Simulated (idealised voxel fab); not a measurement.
process module | voxel wiring stack
cross-section cut | 205 nm wide | cells 5 nm
A cross-section is a grid of square cells, given in bands from the top down. A band is one or more rows of cells.
Each band's line starts with the height of the band's top and of its bottom, in nm. Then come its materials from left to right, each with its width in nm. One material with "throughout" fills the band from edge to edge. "air" is empty space.
Height 0 is the level under which the wafer as received is all one material. The lowest band goes on downwards, as in "0 down".
A width such as "30 to 40" changes by the same amount from each row of cells to the next, from the band's top row to its bottom row.
"no change" after a step means that no cell of the cross-section changed.
closed voids: empty space of 8 cells or more with no open way to the top, each as width x height at its distance from the left edge, in nm
after a step's settings: what the simulator itself notes on the step
overlay nm, on a step with a mask: how far to the right of its planned place the mask lay; to the left if negative
plan
1 op RECEIVE | material Si
2 op CONFORMAL_DEP | material SiO2 | thk nm 15
3 op DIRECTIONAL_DEP | material TiN | thk nm 5
4 op DIRECTIONAL_DEP | material W | thk nm 15
5 op MASKED_ETCH | tone cover | mask id METAL_1 | width nm 30 | pitch nm 60 | etch materials W | depth nm 15 | overlay nm 0
6 op MASKED_ETCH | tone cover | mask id METAL_1 | width nm 30 | pitch nm 60 | etch materials TiN | depth nm 5 | overlay nm 0
7 op CONFORMAL_DEP | material SiN | thk nm 5
8 op FILL_DEP | material lowk | thk nm 10
9 op CMP | height nm 35
10 op CONFORMAL_DEP | material SiCN | thk nm 5
11 op DIRECTIONAL_DEP | material SiO2 | thk nm 20
12 op DIRECTIONAL_DEP | material aC | thk nm 10
13 op PATTERN | tone open | mask id PLUG_1 | material resist | width nm 15 | pitch nm 60 | thk nm 25 | overlay nm 0
14 op DIRECTIONAL_ETCH | etch materials aC | depth nm 10
15 op STRIP | etch materials resist
16 op DIRECTIONAL_ETCH | etch materials SiO2 | depth nm 20
17 op DIRECTIONAL_ETCH | etch materials SiCN | depth nm 5
18 op STRIP | etch materials aC
19 op EPI | material Ru | thk nm 10
20 op EPI | material Ru | thk nm 10
21 op EPI | material Ru | thk nm 5
22 op DIRECTIONAL_DEP | material TiN | thk nm 5
23 op DIRECTIONAL_DEP | material Ru | thk nm 15
24 op PATTERN | tone cover | mask id METAL_2 | material resist | width nm 30 | pitch nm 60 | thk nm 20 | overlay nm 0
25 op DIRECTIONAL_ETCH | etch materials Ru | depth nm 15
26 op DIRECTIONAL_ETCH | etch materials TiN | depth nm 5
27 op STRIP | etch materials resist
28 op CONFORMAL_DEP | material SiCN | thk nm 5
29 op FILL_DEP | material lowk | thk nm 5
30 op CMP | height nm 80
31 op CONFORMAL_DEP | material SiCN | thk nm 5
varied across the wafers: thk nm of step 31. The plan shows the first wafer's value. All wafers start alike
first wafer as received, after step 1
  0 down: Si throughout
  closed voids: none
each wafer at the end: cells of each material gained (+) or lost (-) since it was received, then its closed voids
thk nm 5 | +99 Ru | +114 SiCN | +41 SiN | +251 SiO2 | +36 TiN | +54 W | +102 lowk | closed voids: none
thk nm 10 | +99 Ru | +155 SiCN | +41 SiN | +251 SiO2 | +36 TiN | +54 W | +102 lowk | closed voids: none
thk nm 15 | +99 Ru | +196 SiCN | +41 SiN | +251 SiO2 | +36 TiN | +54 W | +102 lowk | closed voids: none
thk nm 20 | +99 Ru | +237 SiCN | +41 SiN | +251 SiO2 | +36 TiN | +54 W | +102 lowk | closed voids: none
